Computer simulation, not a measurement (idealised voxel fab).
Process module under the name voxel gate over fins
Square cell edge 5 nm, section width 200 nm, ID cut.
Cross-sections here: square-cell grids, written as top-down lists of bands, a band being one or more rows of cells. First you get the band's top height and its bottom height, in nm, and then the materials it's made of, left to right, with each width in nm. If you see a single material with "everywhere", that one covers the band edge to edge. "empty" is empty space. Measure heights from 0. That's the level where, below it, the as-received wafer is all one material. The lowest band is bottomless and extends downward; write it as in "0 nm and below". Read "30->40" as a graded width: first number on top, second number at the bottom, same change between each pair of neighbouring rows. Any step labelled "remained unchanged" changed none of the cells in the cross-section. Closed empty spaces (no open way to the top) of 8 cells or more are what "Trapped void list" lists, each as width x height at distance from the left edge, nm for all three. after a step's settings: what the simulator itself notes on the step. Steps that use a mask can have "overlay nm" on their line. It says how far the mask sat to the right of where it was meant to be. Negative means to the left.

The steps planned for the process are as follows:
1,RECEIVE, material Si
2,CONFORMAL_DEP, material SiN, thk nm 10
3,PATTERN, tone cover, mask id FINS, material resist, width nm 15, pitch nm 60, thk nm 15, overlay nm 0
4,DIRECTIONAL_ETCH, etch materials SiN, depth nm 10
5,DIRECTIONAL_ETCH, etch materials Si, depth nm 35
6,STRIP, etch materials resist
7,FILL_DEP, material SiO2, thk nm 5
8,CMP, height nm 10
9,DIRECTIONAL_DEP, material aC, thk nm 15
10,PATTERN, tone open, mask id RAIL, material resist, width nm 15, thk nm 30, overlay nm 0
11,DIRECTIONAL_ETCH, etch materials aC, depth nm 15
12,STRIP, etch materials resist
13,DIRECTIONAL_ETCH, etch materials SiO2, depth nm 40
14,STRIP, etch materials aC
15,CONFORMAL_DEP, material TiN, thk nm 5
16,FILL_DEP, material W, thk nm 5
17,CMP, height nm 10
18,SELECTIVE_ETCH, etch materials W Ru TiN, depth nm 30
19,FILL_DEP, material SiO2, thk nm 5
20,CMP, height nm 10
21,SELECTIVE_ETCH, etch materials SiO2, depth nm 25
22,STRIP, etch materials SiN
23,CONFORMAL_DEP, material HfO2, thk nm 5
24,CONFORMAL_DEP, material TiN, thk nm 5
25,CONFORMAL_DEP, material TiAl, thk nm 5
26,CONFORMAL_DEP, material TiN, thk nm 5
27,FILL_DEP, material W, thk nm 15
28,CMP, height nm 30
29,CONFORMAL_DEP, material SiCN, thk nm 5

Cross-section of the incoming wafer, state after step 1:
    0 nm and below | Si everywhere
    Trapped void list: none

Wafer cross-section at module end: first of two, run to plan:
    35 nm to 30 nm | SiCN everywhere
    30 nm to 20 nm | W everywhere
    20 nm to 15 nm | 40 W, 55 TiN, 5 W, 55 TiN, 45 W
    15 nm to 10 nm | 40 W, 5 TiN, 45 TiAl, 5 TiN, 5 W, 5 TiN, 45 TiAl, 5 TiN, 45 W
    10 nm to 5 nm | 40 W, 5 TiN, 5 TiAl, 35 TiN, 5 TiAl, 5 TiN, 5 W, 5 TiN, 5 TiAl, 35 TiN, 5 TiAl, 5 TiN, 45 W
    5 nm to 0 nm | 45 TiN, 5 TiAl, 5 TiN, 25 HfO2, 5 TiN, 5 TiAl, 15 TiN, 5 TiAl, 5 TiN, 25 HfO2, 5 TiN, 5 TiAl, 50 TiN
    0 nm to -5 nm | 50 TiAl, 5 TiN, 5 HfO2, 15 Si, 5 HfO2, 5 TiN, 25 TiAl, 5 TiN, 5 HfO2, 15 Si, 5 HfO2, 5 TiN, 55 TiAl
    -5 nm to -10 nm | 55 TiN, 5 HfO2, 15 Si, 5 HfO2, 35 TiN, 5 HfO2, 15 Si, 5 HfO2, 60 TiN
    -10 nm to -15 nm | 60 HfO2, 15 Si, 45 HfO2, 15 Si, 65 HfO2
    -15 nm to -20 nm | 60 SiO2, 15 Si, 45 SiO2, 15 Si, 65 SiO2
    -20 nm to -25 nm | 60 SiO2, 15 Si, 15 SiO2, 5 TiN, 5 W, 5 TiN, 15 SiO2, 15 Si, 65 SiO2
    -25 nm to -30 nm | 60 SiO2, 15 Si, 15 SiO2, 15 TiN, 15 SiO2, 15 Si, 65 SiO2
    -30 nm to -35 nm | 60 SiO2, 15 Si, 45 SiO2, 15 Si, 65 SiO2
    -35 nm and below | Si everywhere
    Trapped void list: none

Cross-section, second wafer: same start as the first, same plan as the first, one mistake in running it; taken at the end of the module:
    35 nm to 30 nm | SiCN everywhere
    30 nm to 20 nm | W everywhere
    20 nm to 15 nm | 45 W, 55 TiN, 5 W, 55 TiN, 40 W
    15 nm to 10 nm | 45 W, 5 TiN, 45 TiAl, 5 TiN, 5 W, 5 TiN, 45 TiAl, 5 TiN, 40 W
    10 nm to 5 nm | 45 W, 5 TiN, 5 TiAl, 35 TiN, 5 TiAl, 5 TiN, 5 W, 5 TiN, 5 TiAl, 35 TiN, 5 TiAl, 5 TiN, 40 W
    5 nm to 0 nm | 50 TiN, 5 TiAl, 5 TiN, 25 HfO2, 5 TiN, 5 TiAl, 15 TiN, 5 TiAl, 5 TiN, 25 HfO2, 5 TiN, 5 TiAl, 45 TiN
    0 nm to -5 nm | 55 TiAl, 5 TiN, 5 HfO2, 15 Si, 5 HfO2, 5 TiN, 25 TiAl, 5 TiN, 5 HfO2, 15 Si, 5 HfO2, 5 TiN, 50 TiAl
    -5 nm to -10 nm | 60 TiN, 5 HfO2, 15 Si, 5 HfO2, 35 TiN, 5 HfO2, 15 Si, 5 HfO2, 55 TiN
    -10 nm to -15 nm | 65 HfO2, 15 Si, 45 HfO2, 15 Si, 60 HfO2
    -15 nm to -20 nm | 65 SiO2, 15 Si, 45 SiO2, 15 Si, 60 SiO2
    -20 nm to -25 nm | 65 SiO2, 15 Si, 10 SiO2, 5 TiN, 5 W, 5 TiN, 20 SiO2, 15 Si, 60 SiO2
    -25 nm to -30 nm | 65 SiO2, 15 Si, 10 SiO2, 15 TiN, 20 SiO2, 15 Si, 60 SiO2
    -30 nm to -35 nm | 65 SiO2, 15 Si, 45 SiO2, 15 Si, 60 SiO2
    -35 nm and below | Si everywhere
    Trapped void list: none
Here's what went sideways: step 3 changed vs plan, executed as PATTERN, tone cover, mask id FINS, material resist, width nm 15, pitch nm 60, thk nm 15, overlay nm 5
at the end the second wafer has, in cells: as many of each material as the first, in other places
